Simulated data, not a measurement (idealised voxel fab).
The process module presented herein is designated voxel released beams.
The width of the displayed cross-section, cut, is 255 nm; its cells are square, with a size of 5 nm.
Cross-section layout: square cells on a grid; listed as bands, top to bottom; a band spans one or more cell rows.
In this notation a band is specified by the heights of its top and bottom, in that order and in nm, after which its materials appear from left to right, each paired with its width in nm. The word "all across" attached to a single material means that material fills the band from edge to edge; the word "empty" stands for empty space.
Ref level 0: as-received wafer is one material below here. Bottom band extends down with no lower bound ("from 0 down").
Quick explanation for "30 to 40": the width changes in equal steps down the rows of cells, from the first number in the band's top row to the second number in its bottom row.
"left unchanged" (step): cross-section cells unchanged, all of them.
The list in "Enclosed void listing" covers empty spaces of 8 cells or more that cannot reach the top through any open way, and it gives each as width x height at distance; the distance is from the left edge, and width, height and distance are in nm.
Formally, on a step line, whatever follows the settings is a remark that the simulator itself makes on the step.
overlay nm: for a step with a mask, the amount by which the mask lay right of where it was planned; a negative amount means left of it.

[plan]
1: op RECEIVE | material Si
2: op CONFORMAL_DEP | material Al2O3 | thk nm 5
3: op DIRECTIONAL_DEP | material SiO2 | thk nm 15
4: op MASKED_ETCH | tone open | mask id ANCHOR | width nm 35 | etch materials SiO2 | depth nm 15 | overlay nm 0
5: op CONFORMAL_DEP | material W | thk nm 10
6: op DIRECTIONAL_DEP | material aC | thk nm 5
7: op PATTERN | tone cover | mask id BEAM | material resist | width nm 95 | thk nm 30 | overlay nm 0
8: op DIRECTIONAL_ETCH | etch materials aC | depth nm 10
9: op STRIP | etch materials resist
10: op DIRECTIONAL_ETCH | etch materials W | depth nm 10
11: op STRIP | etch materials aC
12: op STRIP | etch materials SiO2
Where the wafers of this document differ is in the thk nm of step 6; they start out the same, and the plan states the value that applied to the first wafer.

[The first of several wafers, as received after step 1, seen in section]
from 0 down: Si all across
Enclosed void listing: none

[Wafer cross-section (first of several) - module end, post step 12 (last step)]
from 30 to 20: 75 nm empty / 15 nm W / 15 nm empty / 65 nm W / 85 nm empty
from 20 to 15: 80 nm empty / 10 nm W / 15 nm empty / 10 nm W / 140 nm empty
from 15 to 5: 80 nm empty / 35 nm W / 140 nm empty
from 5 to 0: Al2O3 all across
from 0 down: Si all across
Enclosed void listing: none

[Wafer cross-section (last wafer, module end)]
from 30 to 20: 90 nm W / 15 nm empty / 150 nm W
from 20 to 15: 80 nm SiO2 / 10 nm W / 15 nm empty / 10 nm W / 140 nm SiO2
from 15 to 5: 80 nm SiO2 / 35 nm W / 140 nm SiO2
from 5 to 0: Al2O3 all across
from 0 down: Si all across
Enclosed void listing: none

[Rows = wafers. At module end, each row lists per material the cells gained (+) or lost (-) since the wafer was received, then the closed voids]
thk nm 5; +51 Al2O3; +50 W; Enclosed void listing: none
thk nm 10; +51 Al2O3; +50 W; Enclosed void listing: none
thk nm 15; +51 Al2O3; +132 SiO2; +114 W; Enclosed void listing: none
thk nm 20; +51 Al2O3; +132 SiO2; +114 W; Enclosed void listing: none
thk nm 25; +51 Al2O3; +132 SiO2; +114 W; Enclosed void listing: none
